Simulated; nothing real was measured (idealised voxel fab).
The name of this process module is voxel trench capacitor.
275 nm wide, 5 nm square cells: that's cross-section cut.
Just so we're on the same page, the cross-sections are grids of square cells, and they're listed out in bands top to bottom, each band one or more rows deep. Top, bottom (nm), then materials left to right with widths (nm); lone material tagged "full width" fills the whole band edge to edge; "blank" = empty space. For the purposes of this specification, 0 denotes the height below which the wafer in its as-received condition is composed wholly of one material, and the lowermost band, lacking a lower limit, extends downward without end, as expressed in "from 0 down". When a width is written as two numbers, as in "30->40", the first number is the width in the top row of cells of the band and the second is the width in its bottom row, and the width changes by the same amount from each row to the next. It should be understood that the words "no change occurred", when stated for a given step, signify that the cross-section underwent no change in any of its cells during that step. Empty spaces without an open route to the top, at least 8 cells in extent, make up the entry "Tabulated closed voids"; each is given as width x height at distance, where the distance is measured from the left edge, and all are in nm. What comes after the settings on a step's line is commentary from the simulator itself on that step. If you see "overlay nm" on a step's line and that step has a mask, it's telling you how far right of where it was planned the mask ended up; a negative number means it went left instead.

## Here's what the planned process steps look like
step 1: RECEIVE, material Si
step 2: CONFORMAL_DEP, material SiN, thk nm 10
step 3: MASKED_ETCH, tone open, mask id TRENCH, width nm 30, pitch nm 60, etch materials SiN, depth nm 10, overlay nm 0
step 4: MASKED_ETCH, tone open, mask id TRENCH, width nm 30, pitch nm 60, etch materials Si, depth nm 25, overlay nm 0
step 5: CONFORMAL_DEP, material Al2O3, thk nm 5
step 6: CONFORMAL_DEP, material TiN, thk nm 5
step 7: FILL_DEP, material W, thk nm 10
step 8: CMP, height nm 10

## Cross-sectional view of the wafer in its as-received condition, corresponding to the state after step 1
* from 0 down | Si full width
* Tabulated closed voids: none

## Run as planned - first of the two wafers cross-sectioned at the end of the module
* from 10 to 0 | SiN: 30 / Al2O3: 5 / TiN: 5 / W: 10 / TiN: 5 / Al2O3: 5 / SiN: 30 / Al2O3: 5 / TiN: 5 / W: 10 / TiN: 5 / Al2O3: 5 / SiN: 30 / Al2O3: 5 / TiN: 5 / W: 10 / TiN: 5 / Al2O3: 5 / SiN: 30 / Al2O3: 5 / TiN: 5 / W: 10 / TiN: 5 / Al2O3: 5 / SiN: 35
* from 0 to -15 | Si: 30 / Al2O3: 5 / TiN: 5 / W: 10 / TiN: 5 / Al2O3: 5 / Si: 30 / Al2O3: 5 / TiN: 5 / W: 10 / TiN: 5 / Al2O3: 5 / Si: 30 / Al2O3: 5 / TiN: 5 / W: 10 / TiN: 5 / Al2O3: 5 / Si: 30 / Al2O3: 5 / TiN: 5 / W: 10 / TiN: 5 / Al2O3: 5 / Si: 35
* from -15 to -20 | Si: 30 / Al2O3: 5 / TiN: 20 / Al2O3: 5 / Si: 30 / Al2O3: 5 / TiN: 20 / Al2O3: 5 / Si: 30 / Al2O3: 5 / TiN: 20 / Al2O3: 5 / Si: 30 / Al2O3: 5 / TiN: 20 / Al2O3: 5 / Si: 35
* from -20 to -25 | Si: 30 / Al2O3: 30 / Si: 30 / Al2O3: 30 / Si: 30 / Al2O3: 30 / Si: 30 / Al2O3: 30 / Si: 35
* from -25 down | Si full width
* Tabulated closed voids: none

## Cross-section, second wafer: same start as the first, same plan as the first, one mistake in running it; taken at the end of the module
* from 10 to 0 | SiN: 30 / TiN: 5 / Al2O3: 5 / W: 10 / Al2O3: 5 / TiN: 5 / SiN: 30 / TiN: 5 / Al2O3: 5 / W: 10 / Al2O3: 5 / TiN: 5 / SiN: 30 / TiN: 5 / Al2O3: 5 / W: 10 / Al2O3: 5 / TiN: 5 / SiN: 30 / TiN: 5 / Al2O3: 5 / W: 10 / Al2O3: 5 / TiN: 5 / SiN: 35
* from 0 to -15 | Si: 30 / TiN: 5 / Al2O3: 5 / W: 10 / Al2O3: 5 / TiN: 5 / Si: 30 / TiN: 5 / Al2O3: 5 / W: 10 / Al2O3: 5 / TiN: 5 / Si: 30 / TiN: 5 / Al2O3: 5 / W: 10 / Al2O3: 5 / TiN: 5 / Si: 30 / TiN: 5 / Al2O3: 5 / W: 10 / Al2O3: 5 / TiN: 5 / Si: 35
* from -15 to -20 | Si: 30 / TiN: 5 / Al2O3: 20 / TiN: 5 / Si: 30 / TiN: 5 / Al2O3: 20 / TiN: 5 / Si: 30 / TiN: 5 / Al2O3: 20 / TiN: 5 / Si: 30 / TiN: 5 / Al2O3: 20 / TiN: 5 / Si: 35
* from -20 to -25 | Si: 30 / TiN: 30 / Si: 30 / TiN: 30 / Si: 30 / TiN: 30 / Si: 30 / TiN: 30 / Si: 35
* from -25 down | Si full width
* Tabulated closed voids: none
Heads up, the wafer didn't run the way we planned it: step 5 ran in the slot meant for step 6, and vice versa
FYI, end of process, the second wafer has more or fewer cells of some materials than the first: -16 Al2O3; +16 TiN
